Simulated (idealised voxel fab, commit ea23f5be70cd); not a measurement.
Herein follows the process module entitled voxel plated lines.
Displayed cross-section: cut, width of 260 nm, square cells sized 5 nm.
We lay out every cross-section as a grid of square cells and spell it out in bands from the top down, where one band means one or more rows of cells.
Look at the band entry: it leads with the top's height and the bottom's height in nm. Then it lists the materials left to right, with a width in nm for each. The word "edge to edge" on a single material says that material fills the band edge to edge. The word "blank" is empty space.
Heights from 0 (as-received wafer is one material below). Bottom band endless downward, as "top 0, no bottom".
The expression "30 to 40" gives the width at the extremes of the band, the first number at its top row of cells and the second at its bottom row, with the width changing by equal amounts from each row to the next in between.
No cell of the cross-section changed in a step that is given as "nothing altered".
"Catalogued sealed voids" - sealed voids, min. 8 cells, no opening to top; format: width x height at distance (distance from left edge; nm throughout).
Note: text after step settings on the step line = simulator remark on that step.
"overlay nm" on a masked step: distance the mask lay right of its planned place, negative for left.
# The following list gives the planned process steps
1) RECEIVE with material Si
2) CONFORMAL_DEP with material SiN, thk nm 15
3) DIRECTIONAL_DEP with material TiN, thk nm 5
4) PATTERN with tone open, mask id LINES, material resist, width nm 15, pitch nm 30, thk nm 15, overlay nm 0
5) EPI with material Ru, thk nm 10
6) STRIP with etch materials resist
7) DIRECTIONAL_ETCH with etch materials TiN, depth nm 5
8) CONFORMAL_DEP with material SiCN, thk nm 10
# Account of the first of two wafers, which was processed as intended
# Wafer at receipt (post step 1), cross-section
    top 0, no bottom: Si edge to edge
    Catalogued sealed voids: none
# After step 2: wafer cross-section
    top 15, bottom 0: SiN edge to edge
    Unchanged below 0.
# After step 3: wafer cross-section
    top 20, bottom 15: TiN edge to edge
    Unchanged below 15.
# After step 4: wafer cross-section
    top 35, bottom 20: resist 90 nm  blank 15 nm  resist 15 nm  blank 15 nm  resist 15 nm  blank 15 nm  resist 95 nm
    Unchanged below 20.
# After step 5: wafer cross-section
    top 35, bottom 30: resist 90 nm  blank 15 nm  resist 15 nm  blank 15 nm  resist 15 nm  blank 15 nm  resist 95 nm
    top 30, bottom 20: resist 90 nm  Ru 15 nm  resist 15 nm  Ru 15 nm  resist 15 nm  Ru 15 nm  resist 95 nm
    Unchanged below 20.
# After step 6: wafer cross-section
    top 30, bottom 20: blank 90 nm  Ru 15 nm  blank 15 nm  Ru 15 nm  blank 15 nm  Ru 15 nm  blank 95 nm
    Unchanged below 20.
# After step 7: wafer cross-section
    top 30, bottom 20: blank 90 nm  Ru 15 nm  blank 15 nm  Ru 15 nm  blank 15 nm  Ru 15 nm  blank 95 nm
    top 20, bottom 15: blank 90 nm  TiN 15 nm  blank 15 nm  TiN 15 nm  blank 15 nm  TiN 15 nm  blank 95 nm
    Unchanged below 15.
# After step 8: wafer cross-section
    top 40, bottom 30: blank 80 nm  SiCN 95 nm  blank 85 nm
    top 30, bottom 25: blank 80 nm  SiCN 10 nm  Ru 15 nm  SiCN 15 nm  Ru 15 nm  SiCN 15 nm  Ru 15 nm  SiCN 10 nm  blank 85 nm
    top 25, bottom 20: SiCN 90 nm  Ru 15 nm  SiCN 15 nm  Ru 15 nm  SiCN 15 nm  Ru 15 nm  SiCN 95 nm
    top 20, bottom 15: SiCN 90 nm  TiN 15 nm  SiCN 15 nm  TiN 15 nm  SiCN 15 nm  TiN 15 nm  SiCN 95 nm
    Unchanged below 15.
# Second wafer, same starting conditions and recipe as the first, one mistake in executing it, nothing differs from the first up to and including step 1
# Second wafer shown in cross-section at the time step 2 was slated to end
    top 30, bottom 0: SiN edge to edge
    Unchanged below 0.
# Second wafer shown in cross-section at the time step 3 was slated to end
    top 35, bottom 30: TiN edge to edge
    Unchanged below 30.
# Second wafer shown in cross-section at the time step 4 was slated to end
    top 50, bottom 35: resist 90 nm  blank 15 nm  resist 15 nm  blank 15 nm  resist 15 nm  blank 15 nm  resist 95 nm
    Unchanged below 35.
# Second wafer shown in cross-section at the time step 5 was slated to end
    top 50, bottom 45: resist 90 nm  blank 15 nm  resist 15 nm  blank 15 nm  resist 15 nm  blank 15 nm  resist 95 nm
    top 45, bottom 35: resist 90 nm  Ru 15 nm  resist 15 nm  Ru 15 nm  resist 15 nm  Ru 15 nm  resist 95 nm
    Unchanged below 35.
# Second wafer shown in cross-section at the time step 6 was slated to end
    top 45, bottom 35: blank 90 nm  Ru 15 nm  blank 15 nm  Ru 15 nm  blank 15 nm  Ru 15 nm  blank 95 nm
    Unchanged below 35.
# Second wafer shown in cross-section at the time step 7 was slated to end
    top 45, bottom 35: blank 90 nm  Ru 15 nm  blank 15 nm  Ru 15 nm  blank 15 nm  Ru 15 nm  blank 95 nm
    top 35, bottom 30: blank 90 nm  TiN 15 nm  blank 15 nm  TiN 15 nm  blank 15 nm  TiN 15 nm  blank 95 nm
    Unchanged below 30.
# Second wafer shown in cross-section at the time step 8 was slated to end
    top 55, bottom 45: blank 80 nm  SiCN 95 nm  blank 85 nm
    top 45, bottom 40: blank 80 nm  SiCN 10 nm  Ru 15 nm  SiCN 15 nm  Ru 15 nm  SiCN 15 nm  Ru 15 nm  SiCN 10 nm  blank 85 nm
    top 40, bottom 35: SiCN 90 nm  Ru 15 nm  SiCN 15 nm  Ru 15 nm  SiCN 15 nm  Ru 15 nm  SiCN 95 nm
    top 35, bottom 30: SiCN 90 nm  TiN 15 nm  SiCN 15 nm  TiN 15 nm  SiCN 15 nm  TiN 15 nm  SiCN 95 nm
    Unchanged below 30.
Finding, execution versus plan: yeah, plan step 2 got run twice
Final tally in cells, some materials are higher or lower on the second wafer than on the first: 156 more of SiN
